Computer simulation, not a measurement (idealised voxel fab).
Module name: voxel air gaps (process module)
It is cross-section cut that appears here, measuring 285 nm in width, its square cells being 5 nm in size.
Throughout this document, each cross-section is represented as a grid of square cells and is presented as a sequence of bands enumerated from the top downward, where a band comprises one or more rows of cells.
Top, bottom (nm), then materials left to right with widths (nm); lone material tagged "edge to edge" fills the whole band edge to edge; "air" = empty space.
Measure heights from 0. That's the level where, below it, the as-received wafer is all one material. The lowest band is bottomless and extends downward; write it as in "z 0 and below".
Width: "30 to 40" (first number = top row, second number = bottom row, same change from row to row of cells).
What does "nothing got changed" mean for a step? It means no cell of the cross-section changed in that step.
The list in "Enclosed internal cavities" covers empty spaces of 8 cells or more that cannot reach the top through any open way, and it gives each as width x height at distance; the distance is from the left edge, and width, height and distance are in nm.
Past the settings on a step's line: simulator remark, on that step.
overlay nm: how far to the right of its planned place the mask lay on this masked step (negative: to the left).

The planned process steps are enumerated hereunder:
- 1: RECEIVE | material Si
- 2: CONFORMAL_DEP | material SiO2 | thk nm 10
- 3: CONFORMAL_DEP | material SiN | thk nm 5
- 4: DIRECTIONAL_DEP | material SiO2 | thk nm 30
- 5: DIRECTIONAL_DEP | material aC | thk nm 15
- 6: PATTERN | tone open | mask id LINES | material resist | width nm 25 | pitch nm 50 | thk nm 30 | overlay nm 0
- 7: DIRECTIONAL_ETCH | etch materials aC | depth nm 15
- 8: STRIP | etch materials resist
- 9: DIRECTIONAL_ETCH | etch materials SiO2 | depth nm 30
- 10: STRIP | etch materials aC
- 11: CONFORMAL_DEP | material TiN | thk nm 5
- 12: FILL_DEP | material Cu | thk nm 5
- 13: CMP | height nm 45
- 14: EPI | material Ru | thk nm 10
- 15: SELECTIVE_ETCH | etch materials SiO2 | depth nm 40
- 16: CONFORMAL_DEP | material SiN | thk nm 5

The first of a set of two wafers, run to plan:

Cross-section: wafer on arrival = after step 1:
- z 0 and below: Si edge to edge
- Enclosed internal cavities: none

Cross-section of the wafer after step 2:
- z 10 to 0: SiO2 edge to edge
- Under 0: no change, same as before.

Cross-section of the wafer after step 3:
- z 15 to 10: SiN edge to edge
- Under 10: no change, same as before.

Cross-section of the wafer after step 4:
- z 45 to 15: SiO2 edge to edge
- Under 15: no change, same as before.

Cross-section of the wafer after step 5:
- z 60 to 45: aC edge to edge
- Under 45: no change, same as before.

Cross-section of the wafer after step 6:
- z 90 to 60: resist 55, then air 25, then resist 25, then air 25, then resist 25, then air 25, then resist 25, then air 25, then resist 55
- Under 60: no change, same as before.

Cross-section of the wafer after step 7:
- z 75 to 60: resist 55, then air 25, then resist 25, then air 25, then resist 25, then air 25, then resist 25, then air 25, then resist 55
- z 60 to 45: aC 55, then air 25, then aC 25, then air 25, then aC 25, then air 25, then aC 25, then air 25, then aC 55
- Under 45: no change, same as before.

Cross-section of the wafer after step 8:
- z 60 to 45: aC 55, then air 25, then aC 25, then air 25, then aC 25, then air 25, then aC 25, then air 25, then aC 55
- Under 45: no change, same as before.

Cross-section of the wafer after step 9:
- z 60 to 45: aC 55, then air 25, then aC 25, then air 25, then aC 25, then air 25, then aC 25, then air 25, then aC 55
- z 45 to 15: SiO2 55, then air 25, then SiO2 25, then air 25, then SiO2 25, then air 25, then SiO2 25, then air 25, then SiO2 55
- Under 15: no change, same as before.

Cross-section of the wafer after step 10:
- z 45 to 15: SiO2 55, then air 25, then SiO2 25, then air 25, then SiO2 25, then air 25, then SiO2 25, then air 25, then SiO2 55
- Under 15: no change, same as before.

Cross-section of the wafer after step 11:
- z 50 to 45: TiN 60, then air 15, then TiN 35, then air 15, then TiN 35, then air 15, then TiN 35, then air 15, then TiN 60
- z 45 to 20: SiO2 55, then TiN 5, then air 15, then TiN 5, then SiO2 25, then TiN 5, then air 15, then TiN 5, then SiO2 25, then TiN 5, then air 15, then TiN 5, then SiO2 25, then TiN 5, then air 15, then TiN 5, then SiO2 55
- z 20 to 15: SiO2 55, then TiN 25, then SiO2 25, then TiN 25, then SiO2 25, then TiN 25, then SiO2 25, then TiN 25, then SiO2 55
- Under 15: no change, same as before.

Cross-section of the wafer after step 12:
- z 55 to 50: Cu edge to edge
- z 50 to 45: TiN 60, then Cu 15, then TiN 35, then Cu 15, then TiN 35, then Cu 15, then TiN 35, then Cu 15, then TiN 60
- z 45 to 20: SiO2 55, then TiN 5, then Cu 15, then TiN 5, then SiO2 25, then TiN 5, then Cu 15, then TiN 5, then SiO2 25, then TiN 5, then Cu 15, then TiN 5, then SiO2 25, then TiN 5, then Cu 15, then TiN 5, then SiO2 55
- Under 20: no change, same as before.

Cross-section of the wafer after step 13:
- z 45 to 20: SiO2 55, then TiN 5, then Cu 15, then TiN 5, then SiO2 25, then TiN 5, then Cu 15, then TiN 5, then SiO2 25, then TiN 5, then Cu 15, then TiN 5, then SiO2 25, then TiN 5, then Cu 15, then TiN 5, then SiO2 55
- Under 20: no change, same as before.

Cross-section of the wafer after step 14:
- z 55 to 45: air 45, then Ru 45, then air 5, then Ru 45, then air 5, then Ru 45, then air 5, then Ru 45, then air 45
- Under 45: no change, same as before.

Cross-section of the wafer after step 15:
- z 55 to 45: air 45, then Ru 45, then air 5, then Ru 45, then air 5, then Ru 45, then air 5, then Ru 45, then air 45
- z 45 to 20: air 55, then TiN 5, then Cu 15, then TiN 5, then air 25, then TiN 5, then Cu 15, then TiN 5, then air 25, then TiN 5, then Cu 15, then TiN 5, then air 25, then TiN 5, then Cu 15, then TiN 5, then air 55
- z 20 to 15: air 55, then TiN 25, then air 25, then TiN 25, then air 25, then TiN 25, then air 25, then TiN 25, then air 55
- Under 15: no change, same as before.

Cross-section of the wafer after step 16:
- z 60 to 55: air 40, then SiN 205, then air 40
- z 55 to 45: air 40, then SiN 5, then Ru 45, then SiN 5, then Ru 45, then SiN 5, then Ru 45, then SiN 5, then Ru 45, then SiN 5, then air 40
- z 45 to 40: air 40, then SiN 15, then TiN 5, then Cu 15, then TiN 5, then SiN 25, then TiN 5, then Cu 15, then TiN 5, then SiN 25, then TiN 5, then Cu 15, then TiN 5, then SiN 25, then TiN 5, then Cu 15, then TiN 5, then SiN 15, then air 40
- z 40 to 20: air 50, then SiN 5, then TiN 5, then Cu 15, then TiN 5, then SiN 5, then air 15, then SiN 5, then TiN 5, then Cu 15, then TiN 5, then SiN 5, then air 15, then SiN 5, then TiN 5, then Cu 15, then TiN 5, then SiN 5, then air 15, then SiN 5, then TiN 5, then Cu 15, then TiN 5, then SiN 5, then air 50
- z 20 to 15: SiN 55, then TiN 25, then SiN 25, then TiN 25, then SiN 25, then TiN 25, then SiN 25, then TiN 25, then SiN 55
- Under 15: no change, same as before.
- Enclosed internal cavities: 15 x 20 at 85; 15 x 20 at 135; 15 x 20 at 185

The second wafer: identical to the first at the outset and in its planned sequence, differing only in that one mistake was made during processing; up to and including step 5, its path is the first wafer's path:

Second wafer, section view, time point: scheduled end of step 6:
- z 90 to 60: resist 65, then air 25, then resist 25, then air 25, then resist 25, then air 25, then resist 25, then air 25, then resist 45
- Under 60: no change, same as before.

Second wafer, section view, time point: scheduled end of step 7:
- z 75 to 60: resist 65, then air 25, then resist 25, then air 25, then resist 25, then air 25, then resist 25, then air 25, then resist 45
- z 60 to 45: aC 65, then air 25, then aC 25, then air 25, then aC 25, then air 25, then aC 25, then air 25, then aC 45
- Under 45: no change, same as before.

Second wafer, section view, time point: scheduled end of step 8:
- z 60 to 45: aC 65, then air 25, then aC 25, then air 25, then aC 25, then air 25, then aC 25, then air 25, then aC 45
- Under 45: no change, same as before.

Second wafer, section view, time point: scheduled end of step 9:
- z 60 to 45: aC 65, then air 25, then aC 25, then air 25, then aC 25, then air 25, then aC 25, then air 25, then aC 45
- z 45 to 15: SiO2 65, then air 25, then SiO2 25, then air 25, then SiO2 25, then air 25, then SiO2 25, then air 25, then SiO2 45
- Under 15: no change, same as before.

Second wafer, section view, time point: scheduled end of step 10:
- z 45 to 15: SiO2 65, then air 25, then SiO2 25, then air 25, then SiO2 25, then air 25, then SiO2 25, then air 25, then SiO2 45
- Under 15: no change, same as before.

Second wafer, section view, time point: scheduled end of step 11:
- z 50 to 45: TiN 70, then air 15, then TiN 35, then air 15, then TiN 35, then air 15, then TiN 35, then air 15, then TiN 50
- z 45 to 20: SiO2 65, then TiN 5, then air 15, then TiN 5, then SiO2 25, then TiN 5, then air 15, then TiN 5, then SiO2 25, then TiN 5, then air 15, then TiN 5, then SiO2 25, then TiN 5, then air 15, then TiN 5, then SiO2 45
- z 20 to 15: SiO2 65, then TiN 25, then SiO2 25, then TiN 25, then SiO2 25, then TiN 25, then SiO2 25, then TiN 25, then SiO2 45
- Under 15: no change, same as before.

Second wafer, section view, time point: scheduled end of step 12:
- z 55 to 50: Cu edge to edge
- z 50 to 45: TiN 70, then Cu 15, then TiN 35, then Cu 15, then TiN 35, then Cu 15, then TiN 35, then Cu 15, then TiN 50
- z 45 to 20: SiO2 65, then TiN 5, then Cu 15, then TiN 5, then SiO2 25, then TiN 5, then Cu 15, then TiN 5, then SiO2 25, then TiN 5, then Cu 15, then TiN 5, then SiO2 25, then TiN 5, then Cu 15, then TiN 5, then SiO2 45
- Under 20: no change, same as before.

Second wafer, section view, time point: scheduled end of step 13:
- z 45 to 20: SiO2 65, then TiN 5, then Cu 15, then TiN 5, then SiO2 25, then TiN 5, then Cu 15, then TiN 5, then SiO2 25, then TiN 5, then Cu 15, then TiN 5, then SiO2 25, then TiN 5, then Cu 15, then TiN 5, then SiO2 45
- Under 20: no change, same as before.

Second wafer, section view, time point: scheduled end of step 14:
- z 55 to 45: air 55, then Ru 45, then air 5, then Ru 45, then air 5, then Ru 45, then air 5, then Ru 45, then air 35
- Under 45: no change, same as before.

Second wafer, section view, time point: scheduled end of step 15:
- z 55 to 45: air 55, then Ru 45, then air 5, then Ru 45, then air 5, then Ru 45, then air 5, then Ru 45, then air 35
- z 45 to 20: air 65, then TiN 5, then Cu 15, then TiN 5, then air 25, then TiN 5, then Cu 15, then TiN 5, then air 25, then TiN 5, then Cu 15, then TiN 5, then air 25, then TiN 5, then Cu 15, then TiN 5, then air 45
- z 20 to 15: air 65, then TiN 25, then air 25, then TiN 25, then air 25, then TiN 25, then air 25, then TiN 25, then air 45
- Under 15: no change, same as before.

Second wafer, section view, time point: scheduled end of step 16:
- z 60 to 55: air 50, then SiN 205, then air 30
- z 55 to 45: air 50, then SiN 5, then Ru 45, then SiN 5, then Ru 45, then SiN 5, then Ru 45, then SiN 5, then Ru 45, then SiN 5, then air 30
- z 45 to 40: air 50, then SiN 15, then TiN 5, then Cu 15, then TiN 5, then SiN 25, then TiN 5, then Cu 15, then TiN 5, then SiN 25, then TiN 5, then Cu 15, then TiN 5, then SiN 25, then TiN 5, then Cu 15, then TiN 5, then SiN 15, then air 30
- z 40 to 20: air 60, then SiN 5, then TiN 5, then Cu 15, then TiN 5, then SiN 5, then air 15, then SiN 5, then TiN 5, then Cu 15, then TiN 5, then SiN 5, then air 15, then SiN 5, then TiN 5, then Cu 15, then TiN 5, then SiN 5, then air 15, then SiN 5, then TiN 5, then Cu 15, then TiN 5, then SiN 5, then air 40
- z 20 to 15: SiN 65, then TiN 25, then SiN 25, then TiN 25, then SiN 25, then TiN 25, then SiN 25, then TiN 25, then SiN 45
- Under 15: no change, same as before.
- Enclosed internal cavities: 15 x 20 at 95; 15 x 20 at 145; 15 x 20 at 195
Finding, execution versus plan: step 6 ran with different settings than intended, the actual operation and settings being PATTERN | tone open | mask id LINES | material resist | width nm 25 | pitch nm 50 | thk nm 30 | overlay nm 10
Comparing end states, the material composition by cell count is preserved from the first wafer to the second, while the locations of the cells are not.
